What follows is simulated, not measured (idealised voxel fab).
process module | voxel plated lines
Displayed cross-section: cut, width of 265 nm, square cells sized 5 nm.
Reading order for cross-sections: top band down to bottom band. Underlying form: a grid of square cells. Band size: one or more rows of cells.
Read a band's entry like this: the first values are the height of its top and the height of its bottom in nm, and what follows is the sequence of materials from left to right, each with its width in nm. Note that "air" is empty space, and that a single material marked "everywhere" reaches across the band from edge to edge.
Measure heights from 0. That's the level where, below it, the as-received wafer is all one material. The lowest band is bottomless and extends downward; write it as in "from 0 down".
A two-number width, for instance "30->40", indicates that the width is equal to the first number in the top row of the band and to the second number in the bottom row, and that it changes by a constant amount per row of cells.
For the purposes of this document, the phrase "no modifications" attached to a step denotes that no cell within the cross-section was modified by that step.
"Catalogued sealed voids" lists enclosed empty spaces (at least 8 cells, no open path upward to the top), each as width x height at distance from the left edge, in nm.
On each step's line, the part that comes after the settings is the simulator's own comment on the step.
Each step line may optionally specify "overlay nm", which for a step with a mask gives the rightward distance between the mask's planned place and where it lay, a negative value indicating the leftward direction.
These are the steps we planned for the process
| 1 | RECEIVE: material Si |
| 2 | CONFORMAL_DEP: material Al2O3, thk nm 10 |
| 3 | DIRECTIONAL_DEP: material TiN, thk nm 5 |
| 4 | PATTERN: tone open, mask id LINES, material resist, width nm 15, pitch nm 35, thk nm 20, overlay nm 0 |
| 5 | EPI: material Ru, thk nm 5 |
| 6 | STRIP: etch materials resist |
| 7 | DIRECTIONAL_ETCH: etch materials TiN, depth nm 5 |
| 8 | CONFORMAL_DEP: material SiN, thk nm 10 |
First of two wafers, processed according to plan
Delivered wafer in cross-section: state after step 1
from 0 down: Si everywhere
Catalogued sealed voids: none
The wafer, seen in cross-section, after step 2
from 10 to 0: Al2O3 everywhere
Lower than 0, everything is as it was.
The wafer, seen in cross-section, after step 3
from 15 to 10: TiN everywhere
Lower than 10, everything is as it was.
The wafer, seen in cross-section, after step 4
from 35 to 15: resist: 90, then air: 15, then resist: 20, then air: 15, then resist: 20, then air: 15, then resist: 90
Lower than 15, everything is as it was.
The wafer, seen in cross-section, after step 5
from 35 to 20: resist: 90, then air: 15, then resist: 20, then air: 15, then resist: 20, then air: 15, then resist: 90
from 20 to 15: resist: 90, then Ru: 15, then resist: 20, then Ru: 15, then resist: 20, then Ru: 15, then resist: 90
Lower than 15, everything is as it was.
The wafer, seen in cross-section, after step 6
from 20 to 15: air: 90, then Ru: 15, then air: 20, then Ru: 15, then air: 20, then Ru: 15, then air: 90
Lower than 15, everything is as it was.
The wafer, seen in cross-section, after step 7
from 20 to 15: air: 90, then Ru: 15, then air: 20, then Ru: 15, then air: 20, then Ru: 15, then air: 90
from 15 to 10: air: 90, then TiN: 15, then air: 20, then TiN: 15, then air: 20, then TiN: 15, then air: 90
Lower than 10, everything is as it was.
The wafer, seen in cross-section, after step 8
from 30 to 20: air: 80, then SiN: 105, then air: 80
from 20 to 15: SiN: 90, then Ru: 15, then SiN: 20, then Ru: 15, then SiN: 20, then Ru: 15, then SiN: 90
from 15 to 10: SiN: 90, then TiN: 15, then SiN: 20, then TiN: 15, then SiN: 20, then TiN: 15, then SiN: 90
Lower than 10, everything is as it was.
Companion wafer, the second of two: same beginning, same intended sequence, one mistake in carrying it out; through step 3 inclusive it tracks the first exactly
Cross-section of the second wafer when, according to plan, step 4 should have finished
from 35 to 15: resist: 90, then air: 20, then resist: 15, then air: 20, then resist: 15, then air: 20, then resist: 85
Lower than 15, everything is as it was.
Cross-section of the second wafer when, according to plan, step 5 should have finished
from 35 to 20: resist: 90, then air: 20, then resist: 15, then air: 20, then resist: 15, then air: 20, then resist: 85
from 20 to 15: resist: 90, then Ru: 20, then resist: 15, then Ru: 20, then resist: 15, then Ru: 20, then resist: 85
Lower than 15, everything is as it was.
Cross-section of the second wafer when, according to plan, step 6 should have finished
from 20 to 15: air: 90, then Ru: 20, then air: 15, then Ru: 20, then air: 15, then Ru: 20, then air: 85
Lower than 15, everything is as it was.
Cross-section of the second wafer when, according to plan, step 7 should have finished
from 20 to 15: air: 90, then Ru: 20, then air: 15, then Ru: 20, then air: 15, then Ru: 20, then air: 85
from 15 to 10: air: 90, then TiN: 20, then air: 15, then TiN: 20, then air: 15, then TiN: 20, then air: 85
Lower than 10, everything is as it was.
Cross-section of the second wafer when, according to plan, step 8 should have finished
from 30 to 20: air: 80, then SiN: 110, then air: 75
from 20 to 15: SiN: 90, then Ru: 20, then SiN: 15, then Ru: 20, then SiN: 15, then Ru: 20, then SiN: 85
from 15 to 10: SiN: 90, then TiN: 20, then SiN: 15, then TiN: 20, then SiN: 15, then TiN: 20, then SiN: 85
Lower than 10, everything is as it was.
What was done differently from what was planned? rather than as planned, step 4 actually ran as PATTERN: tone open, mask id LINES, material resist, width nm 20, pitch nm 35, thk nm 20, overlay nm 0
Wrapping up, a cell-based count of both wafers puts the second over or under the first for these materials: Ru: 3 more; SiN: 4 fewer; TiN: 3 more
